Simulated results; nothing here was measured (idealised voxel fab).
Process module, titled voxel quadruple lines
Section shown: cut. Width: 220 nm. Cell size: 5 nm, square.
Think of the cross-section as a grid of square cells. We describe it in bands, top to bottom, and each band covers one or more rows of those cells. Heads up on the band format: heights come first, top then bottom, in nm. After that it's the materials left to right, each with its width in nm. A single material flagged "throughout" fills the whole band edge to edge, and "air" means there's empty space there. A quick word on heights: they are counted from 0, and under that level the wafer as it came to us is one material throughout. The lowest band is different from the rest in having no bottom; it simply continues downward, written as in "0 and below". Width spec "30->40" -> top row of cells at first value, bottom row at second value, equal per-row change in between. Where a step carries "no alterations made", the cross-section came out of it unchanged, cell for cell. "Sealed voids" means: voids of 8 cells or more that are shut off from the top with no open way through. Written width x height at distance, distance from the left edge, in nm. What comes after the settings on a step's line is commentary from the simulator itself on that step. The setting "overlay nm" may be written on the line of a step. When the step uses a mask, the value reports how far to the right of the planned place the mask lay, and a negative value reports that it lay to the left.

Intended process steps:
| 1 | op RECEIVE | material Si |
| 2 | op CONFORMAL_DEP | material SiO2 | thk nm 5 |
| 3 | op DIRECTIONAL_DEP | material Ru | thk nm 10 |
| 4 | op DIRECTIONAL_DEP | material polySi | thk nm 20 |
| 5 | op DIRECTIONAL_DEP | material aC | thk nm 20 |
| 6 | op PATTERN | tone cover | mask id MANDREL | material resist | width nm 20 | pitch nm 60 | thk nm 30 | overlay nm 0 |
| 7 | op DIRECTIONAL_ETCH | etch materials aC | depth nm 20 |
| 8 | op STRIP | etch materials resist |
| 9 | op CONFORMAL_DEP | material SiO2 | thk nm 10 |
| 10 | op DIRECTIONAL_ETCH | etch materials SiO2 | depth nm 10 |
| 11 | op STRIP | etch materials aC |
| 12 | op DIRECTIONAL_ETCH | etch materials polySi | depth nm 20 |
| 13 | op STRIP | etch materials SiO2 |
| 14 | op CONFORMAL_DEP | material SiCN | thk nm 5 |
| 15 | op DIRECTIONAL_ETCH | etch materials SiCN | depth nm 5 |
| 16 | op STRIP | etch materials polySi |
| 17 | op DIRECTIONAL_ETCH | etch materials Ru | depth nm 10 |
| 18 | op STRIP | etch materials SiCN |
| 19 | op FILL_DEP | material lowk | thk nm 10 |
| 20 | op CMP | height nm 15 |

First wafer out of two, processed as planned:

Wafer cross-section on receipt, i.e. after step 1:
0 and below  Si throughout
Sealed voids: none

Sectional view: wafer, after step 2:
5 down to 0  SiO2 throughout
Below 0, no change.

Sectional view: wafer, after step 3:
15 down to 5  Ru throughout
Below 5, no change.

Sectional view: wafer, after step 4:
35 down to 15  polySi throughout
Below 15, no change.

Sectional view: wafer, after step 5:
55 down to 35  aC throughout
Below 35, no change.

Sectional view: wafer, after step 6:
85 down to 55  air (70) | resist (20) | air (40) | resist (20) | air (70)
Below 55, no change.

Sectional view: wafer, after step 7:
65 down to 55  air (70) | resist (20) | air (40) | resist (20) | air (70)
55 down to 35  air (70) | aC (20) | air (40) | aC (20) | air (70)
Below 35, no change.

Sectional view: wafer, after step 8:
55 down to 35  air (70) | aC (20) | air (40) | aC (20) | air (70)
Below 35, no change.

Sectional view: wafer, after step 9:
65 down to 55  air (60) | SiO2 (40) | air (20) | SiO2 (40) | air (60)
55 down to 45  air (60) | SiO2 (10) | aC (20) | SiO2 (10) | air (20) | SiO2 (10) | aC (20) | SiO2 (10) | air (60)
45 down to 35  SiO2 (70) | aC (20) | SiO2 (40) | aC (20) | SiO2 (70)
Below 35, no change.

Sectional view: wafer, after step 10:
55 down to 35  air (60) | SiO2 (10) | aC (20) | SiO2 (10) | air (20) | SiO2 (10) | aC (20) | SiO2 (10) | air (60)
Below 35, no change.

Sectional view: wafer, after step 11:
55 down to 35  air (60) | SiO2 (10) | air (20) | SiO2 (10) | air (20) | SiO2 (10) | air (20) | SiO2 (10) | air (60)
Below 35, no change.

Sectional view: wafer, after step 12:
55 down to 35  air (60) | SiO2 (10) | air (20) | SiO2 (10) | air (20) | SiO2 (10) | air (20) | SiO2 (10) | air (60)
35 down to 15  air (60) | polySi (10) | air (20) | polySi (10) | air (20) | polySi (10) | air (20) | polySi (10) | air (60)
Below 15, no change.

Sectional view: wafer, after step 13:
35 down to 15  air (60) | polySi (10) | air (20) | polySi (10) | air (20) | polySi (10) | air (20) | polySi (10) | air (60)
Below 15, no change.

Sectional view: wafer, after step 14:
40 down to 35  air (55) | SiCN (20) | air (10) | SiCN (20) | air (10) | SiCN (20) | air (10) | SiCN (20) | air (55)
35 down to 20  air (55) | SiCN (5) | polySi (10) | SiCN (5) | air (10) | SiCN (5) | polySi (10) | SiCN (5) | air (10) | SiCN (5) | polySi (10) | SiCN (5) | air (10) | SiCN (5) | polySi (10) | SiCN (5) | air (55)
20 down to 15  SiCN (60) | polySi (10) | SiCN (20) | polySi (10) | SiCN (20) | polySi (10) | SiCN (20) | polySi (10) | SiCN (60)
Below 15, no change.

Sectional view: wafer, after step 15:
35 down to 15  air (55) | SiCN (5) | polySi (10) | SiCN (5) | air (10) | SiCN (5) | polySi (10) | SiCN (5) | air (10) | SiCN (5) | polySi (10) | SiCN (5) | air (10) | SiCN (5) | polySi (10) | SiCN (5) | air (55)
Below 15, no change.

Sectional view: wafer, after step 16:
35 down to 15  air (55) | SiCN (5) | air (10) | SiCN (5) | air (10) | SiCN (5) | air (10) | SiCN (5) | air (10) | SiCN (5) | air (10) | SiCN (5) | air (10) | SiCN (5) | air (10) | SiCN (5) | air (55)
Below 15, no change.

Sectional view: wafer, after step 17:
35 down to 15  air (55) | SiCN (5) | air (10) | SiCN (5) | air (10) | SiCN (5) | air (10) | SiCN (5) | air (10) | SiCN (5) | air (10) | SiCN (5) | air (10) | SiCN (5) | air (10) | SiCN (5) | air (55)
15 down to 5  air (55) | Ru (5) | air (10) | Ru (5) | air (10) | Ru (5) | air (10) | Ru (5) | air (10) | Ru (5) | air (10) | Ru (5) | air (10) | Ru (5) | air (10) | Ru (5) | air (55)
Below 5, no change.

Sectional view: wafer, after step 18:
15 down to 5  air (55) | Ru (5) | air (10) | Ru (5) | air (10) | Ru (5) | air (10) | Ru (5) | air (10) | Ru (5) | air (10) | Ru (5) | air (10) | Ru (5) | air (10) | Ru (5) | air (55)
Below 5, no change.

Sectional view: wafer, after step 19:
25 down to 15  lowk throughout
15 down to 5  lowk (55) | Ru (5) | lowk (10) | Ru (5) | lowk (10) | Ru (5) | lowk (10) | Ru (5) | lowk (10) | Ru (5) | lowk (10) | Ru (5) | lowk (10) | Ru (5) | lowk (10) | Ru (5) | lowk (55)
Below 5, no change.

Sectional view: wafer, after step 20:
15 down to 5  lowk (55) | Ru (5) | lowk (10) | Ru (5) | lowk (10) | Ru (5) | lowk (10) | Ru (5) | lowk (10) | Ru (5) | lowk (10) | Ru (5) | lowk (10) | Ru (5) | lowk (10) | Ru (5) | lowk (55)
Below 5, no change.

Second wafer: like start, like plan, one mistake. Through step 19 it matches the first wafer:

Cross-section of the second wafer when, according to plan, step 20 should have finished:
5 down to 0  SiO2 throughout
Below 0, no change.
What broke from the plan during processing? step 20 deviated from plan and actually ran as op CMP | height nm 5
Cell-count delta at end, second wafer over first, by material: 16 fewer of Ru, 72 fewer of lowk
